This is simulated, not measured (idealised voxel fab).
Module name: voxel ribs on slabs (process module)
The figure presents cross-section cut, which has a width of 140 nm and is divided into square cells with an edge length of 5 nm.
Reading order for cross-sections: top band down to bottom band. Underlying form: a grid of square cells. Band size: one or more rows of cells. Within each band entry, the heights of the top and of the bottom of the band appear first, in that order and in nm; the materials of the band then follow from left to right, each with its corresponding width in nm. The designation "all across" on a single material indicates that it fills the band from edge to edge; the designation "air" indicates empty space. Height 0 is the level under which the wafer as received is all one material. The lowest band goes on downwards, as in "top 0, no bottom". Width "30 to 40": first value at the band's top row of cells, second value at its bottom row, equal change from row to row. Where a step carries "no alteration", the cross-section came out of it unchanged, cell for cell. Each empty space that has no open way to the top and spans at least 8 cells appears under "Enclosed voids" as width x height at distance, the distance counted from the left edge, all in nm. The remark found on a step's line after its settings is issued by the simulator itself and pertains to that step. overlay nm: mask right of planned place by this much (step with mask). Neg. = left.

[The process steps that were planned are listed below]
1 RECEIVE [material Si]
2 DIRECTIONAL_DEP [material SiO2] [thk nm 20]
3 DIRECTIONAL_DEP [material polySi] [thk nm 20]
4 DIRECTIONAL_DEP [material aC] [thk nm 10]
5 PATTERN [tone cover] [mask id RIB] [material resist] [width nm 20] [thk nm 30] [overlay nm 0]
6 DIRECTIONAL_ETCH [etch materials aC] [depth nm 10]
7 STRIP [etch materials resist]
8 DIRECTIONAL_ETCH [etch materials polySi] [depth nm 5]
9 STRIP [etch materials aC]
10 MASKED_ETCH [tone cover] [mask id SLAB] [width nm 50] [etch materials polySi] [depth nm 5] [overlay nm 0]
11 FILL_DEP [material SiO2] [thk nm 20]
12 CMP [height nm 55]
13 DIRECTIONAL_DEP [material W] [thk nm 10]
14 MASKED_ETCH [tone cover] [mask id HEATER] [width nm 30] [etch materials W] [depth nm 10] [overlay nm 0]
15 CONFORMAL_DEP [material SiN] [thk nm 5]
The depth nm used in step 8 is not the same on every wafer, whereas the starting condition is; the value printed in the plan is the first wafer's.

[The first of several wafers in cross-section, exactly as it reached us after step 1]
top 0, no bottom = Si all across
Enclosed voids: none

[What follows is a table in which each wafer occupies a row; for the wafer as it stands at the close of the module, the row states, material by material, how many cells have been gained (+) or lost (-) since receipt, and then gives its closed voids]
depth nm 5, +32 SiN, +238 SiO2, +12 W, +70 polySi, Enclosed voids: none
depth nm 10, +32 SiN, +262 SiO2, +12 W, +46 polySi, Enclosed voids: none
depth nm 15, +32 SiN, +286 SiO2, +12 W, +22 polySi, Enclosed voids: none
depth nm 20, +32 SiN, +292 SiO2, +12 W, +16 polySi, Enclosed voids: none
depth nm 25, +32 SiN, +292 SiO2, +12 W, +16 polySi, Enclosed voids: none
depth nm 30, +32 SiN, +292 SiO2, +12 W, +16 polySi, Enclosed voids: none
